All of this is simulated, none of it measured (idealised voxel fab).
Process module, titled voxel tone inversion
Displayed cross-section: cut, width of 230 nm, square cells sized 5 nm.
Throughout this document, each cross-section is represented as a grid of square cells and is presented as a sequence of bands enumerated from the top downward, where a band comprises one or more rows of cells.
Quick guide to a band line: top height, bottom height (nm) up front; then every material left to right with its width in nm. Only one material and it's marked "edge to edge"? Then it fills the band edge to edge. And "air" just means empty space.
Note: height 0 marks the level under which the wafer is uniformly one material as received. Lowest band unbounded below, written "0..down".
Width "30->40": first value at the band's top row of cells, second value at its bottom row, equal change from row to row.
No cell of the cross-section changed in a step that is given as "no change".
Basically, "Encapsulated voids" tells you about the enclosed voids: empty spaces with no open way to the top, 8 cells or bigger, each written width x height at distance, where distance is from the left edge, all in nm.
Read whatever lies past the settings on a step's line as the simulator's own remark about the step.
overlay nm: on a step with a mask, how far right of its planned place the mask lay; negative means left.
## The process steps that were planned are listed below
1 RECEIVE: material Si
2 CONFORMAL_DEP: material SiCN, thk nm 10
3 DIRECTIONAL_DEP: material polySi, thk nm 20
4 PATTERN: tone cover, mask id POSTS, material resist, width nm 15, pitch nm 40, thk nm 30, overlay nm 0
5 DIRECTIONAL_ETCH: etch materials polySi, depth nm 20
6 STRIP: etch materials resist
7 FILL_DEP: material SiO2, thk nm 5
8 CMP: height nm 30
9 STRIP: etch materials polySi
10 CONFORMAL_DEP: material TiN, thk nm 5
11 FILL_DEP: material W, thk nm 5
12 CMP: height nm 30
13 CONFORMAL_DEP: material SiCN, thk nm 5
It is noted that the wafers described herein are identical at the outset and are distinguished by the width nm of step 4; the value stated in the plan corresponds to the first wafer.
## The as-received cross-section of the first of several wafers corresponds to the state after step 1
  0..down = Si edge to edge
  Encapsulated voids: none
## Cross-section after step 13, the final step of the module, for the first of several wafers
  35..30 = SiCN edge to edge
  30..15 = 90 SiO2 | 5 TiN | 5 W | 5 TiN | 25 SiO2 | 5 TiN | 5 W | 5 TiN | 85 SiO2
  15..10 = 90 SiO2 | 15 TiN | 25 SiO2 | 15 TiN | 85 SiO2
  10..0 = SiCN edge to edge
  0..down = Si edge to edge
  Encapsulated voids: none
## Cross-section of the final wafer among several, taken at the end of the module
  35..30 = SiCN edge to edge
  30..15 = 85 SiO2 | 5 TiN | 15 W | 5 TiN | 15 SiO2 | 5 TiN | 15 W | 5 TiN | 80 SiO2
  15..10 = 85 SiO2 | 25 TiN | 15 SiO2 | 25 TiN | 80 SiO2
  10..0 = SiCN edge to edge
  0..down = Si edge to edge
  Encapsulated voids: none
## What follows is a table in which each wafer occupies a row; for the wafer as it stands at the close of the module, the row states, material by material, how many cells have been gained (+) or lost (-) since receipt, and then gives its closed voids
width nm 15 | +138 SiCN | +160 SiO2 | +18 TiN | +6 W | Encapsulated voids: none
width nm 20 | +138 SiCN | +152 SiO2 | +20 TiN | +12 W | Encapsulated voids: none
width nm 25 | +138 SiCN | +144 SiO2 | +22 TiN | +18 W | Encapsulated voids: none
